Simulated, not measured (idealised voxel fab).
process module | voxel released beams
cross-section cut | 205 nm wide | cells 5 nm
A cross-section is a grid of square cells, given in bands from the top down. A band is one or more rows of cells.
Each band's line starts with the height of the band's top and of its bottom, in nm. Then come its materials from left to right, each with its width in nm. One material with "throughout" fills the band from edge to edge. "air" is empty space.
Height 0 is the level under which the wafer as received is all one material. The lowest band goes on downwards, as in "0 down".
A width such as "30 to 40" changes by the same amount from each row of cells to the next, from the band's top row to its bottom row.
"no change" after a step means that no cell of the cross-section changed.
closed voids: empty space of 8 cells or more with no open way to the top, each as width x height at its distance from the left edge, in nm
after a step's settings: what the simulator itself notes on the step
overlay nm, on a step with a mask: how far to the right of its planned place the mask lay; to the left if negative
plan
1 op RECEIVE | material Si
2 op CONFORMAL_DEP | material SiN | thk nm 10
3 op DIRECTIONAL_DEP | material SiO2 | thk nm 15
4 op DIRECTIONAL_DEP | material aC | thk nm 10
5 op PATTERN | tone open | mask id ANCHOR | material resist | width nm 35 | thk nm 25 | overlay nm 0
6 op DIRECTIONAL_ETCH | etch materials aC | depth nm 10
7 op STRIP | etch materials resist
8 op DIRECTIONAL_ETCH | etch materials SiO2 | depth nm 15
9 op STRIP | etch materials aC
10 op CONFORMAL_DEP | material TiN | thk nm 15
11 op MASKED_ETCH | tone cover | mask id BEAM | width nm 80 | etch materials TiN | depth nm 15 | overlay nm 0
12 op STRIP | etch materials SiO2
as received, after step 1
  0 down: Si throughout
  closed voids: none
a wafer at the end: this start, this plan, one mistake
  45 to 30: air 60 | TiN 20 | air 5 | TiN 55 | air 65
  30 to 15: air 65 | TiN 35 | air 105
  15 to 0: SiN throughout
  0 down: Si throughout
  closed voids: none
what went wrong: step 2 ran as: op CONFORMAL_DEP | material SiN | thk nm 15
